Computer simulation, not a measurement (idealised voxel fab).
process module | voxel wiring stack
cross-section cut | 170 nm wide | cells 5 nm
A cross-section is a grid of square cells, given in bands from the top down. A band is one or more rows of cells.
Each band's line starts with the height of the band's top and of its bottom, in nm. Then come its materials from left to right, each with its width in nm. One material with "throughout" fills the band from edge to edge. "air" is empty space.
Height 0 is the level under which the wafer as received is all one material. The lowest band goes on downwards, as in "0 down".
A width such as "30 to 40" changes by the same amount from each row of cells to the next, from the band's top row to its bottom row.
"no change" after a step means that no cell of the cross-section changed.
closed voids: empty space of 8 cells or more with no open way to the top, each as width x height at its distance from the left edge, in nm
after a step's settings: what the simulator itself notes on the step
overlay nm, on a step with a mask: how far to the right of its planned place the mask lay; to the left if negative
plan
1 op RECEIVE | material Si
2 op CONFORMAL_DEP | material SiO2 | thk nm 10
3 op DIRECTIONAL_DEP | material TiN | thk nm 5
4 op DIRECTIONAL_DEP | material W | thk nm 25
5 op PATTERN | tone cover | mask id METAL_1 | material resist | width nm 30 | pitch nm 55 | thk nm 20 | overlay nm 0
6 op DIRECTIONAL_ETCH | etch materials W | depth nm 25
7 op DIRECTIONAL_ETCH | etch materials TiN | depth nm 5
8 op STRIP | etch materials resist
9 op FILL_DEP | material lowk | thk nm 5
10 op CMP | height nm 40
11 op CONFORMAL_DEP | material SiCN | thk nm 5
12 op DIRECTIONAL_DEP | material lowk | thk nm 20
13 op DIRECTIONAL_DEP | material aC | thk nm 10
14 op PATTERN | tone open | mask id PLUG_1 | material resist | width nm 15 | pitch nm 55 | thk nm 25 | overlay nm 0
15 op DIRECTIONAL_ETCH | etch materials aC | depth nm 10
16 op STRIP | etch materials resist
17 op DIRECTIONAL_ETCH | etch materials lowk | depth nm 20
18 op DIRECTIONAL_ETCH | etch materials SiCN | depth nm 5
19 op STRIP | etch materials aC
20 op CONFORMAL_DEP | material TiN | thk nm 5
21 op FILL_DEP | material Cu | thk nm 10
22 op CMP | height nm 65
23 op CONFORMAL_DEP | material SiN | thk nm 5
24 op DIRECTIONAL_DEP | material SiO2 | thk nm 15
25 op MASKED_ETCH | tone open | mask id METAL_2 | width nm 30 | pitch nm 55 | etch materials SiO2 | depth nm 15 | overlay nm 0
26 op MASKED_ETCH | tone open | mask id METAL_2 | width nm 30 | pitch nm 55 | etch materials SiN | depth nm 5 | overlay nm 0
27 op CONFORMAL_DEP | material TiN | thk nm 5
28 op FILL_DEP | material Cu | thk nm 10
29 op CMP | height nm 85
30 op CONFORMAL_DEP | material SiCN | thk nm 5
as received, after step 1
  0 down: Si throughout
  closed voids: none
first wafer at the end, as planned
  90 to 85: SiCN throughout
  85 to 70: SiO2 15 | TiN 5 | Cu 20 | TiN 5 | SiO2 25 | TiN 5 | Cu 20 | TiN 5 | SiO2 25 | TiN 5 | Cu 20 | TiN 5 | SiO2 15
  70 to 65: SiN 15 | TiN 30 | SiN 25 | TiN 30 | SiN 25 | TiN 30 | SiN 15
  65 to 45: lowk 15 | TiN 5 | Cu 5 | TiN 5 | lowk 40 | TiN 5 | Cu 5 | TiN 5 | lowk 40 | TiN 5 | Cu 5 | TiN 5 | lowk 30
  45 to 40: SiCN 15 | TiN 15 | SiCN 40 | TiN 15 | SiCN 40 | TiN 15 | SiCN 30
  40 to 15: lowk 15 | W 30 | lowk 25 | W 30 | lowk 25 | W 30 | lowk 15
  15 to 10: lowk 15 | TiN 30 | lowk 25 | TiN 30 | lowk 25 | TiN 30 | lowk 15
  10 to 0: SiO2 throughout
  0 down: Si throughout
  closed voids: none
second wafer at the end: like start, like plan, one mistake
  90 to 85: SiCN throughout
  85 to 70: SiO2 20 | TiN 5 | Cu 10 | TiN 5 | SiO2 35 | TiN 5 | Cu 10 | TiN 5 | SiO2 35 | TiN 5 | Cu 10 | TiN 5 | SiO2 20
  70 to 65: SiN 20 | TiN 20 | SiN 35 | TiN 20 | SiN 35 | TiN 20 | SiN 20
  65 to 45: lowk 15 | TiN 5 | Cu 5 | TiN 5 | lowk 40 | TiN 5 | Cu 5 | TiN 5 | lowk 40 | TiN 5 | Cu 5 | TiN 5 | lowk 30
  45 to 40: SiCN 15 | TiN 15 | SiCN 40 | TiN 15 | SiCN 40 | TiN 15 | SiCN 30
  40 to 15: lowk 15 | W 30 | lowk 25 | W 30 | lowk 25 | W 30 | lowk 15
  15 to 10: lowk 15 | TiN 30 | lowk 25 | TiN 30 | lowk 25 | TiN 30 | lowk 15
  10 to 0: SiO2 throughout
  0 down: Si throughout
  closed voids: none
what went wrong: step 25 ran as: op MASKED_ETCH | tone open | mask id METAL_2 | width nm 20 | pitch nm 55 | etch materials SiO2 | depth nm 15 | overlay nm 0
at the end the second wafer has, in cells: 18 fewer of Cu | 6 more of SiN | 18 more of SiO2 | 6 fewer of TiN
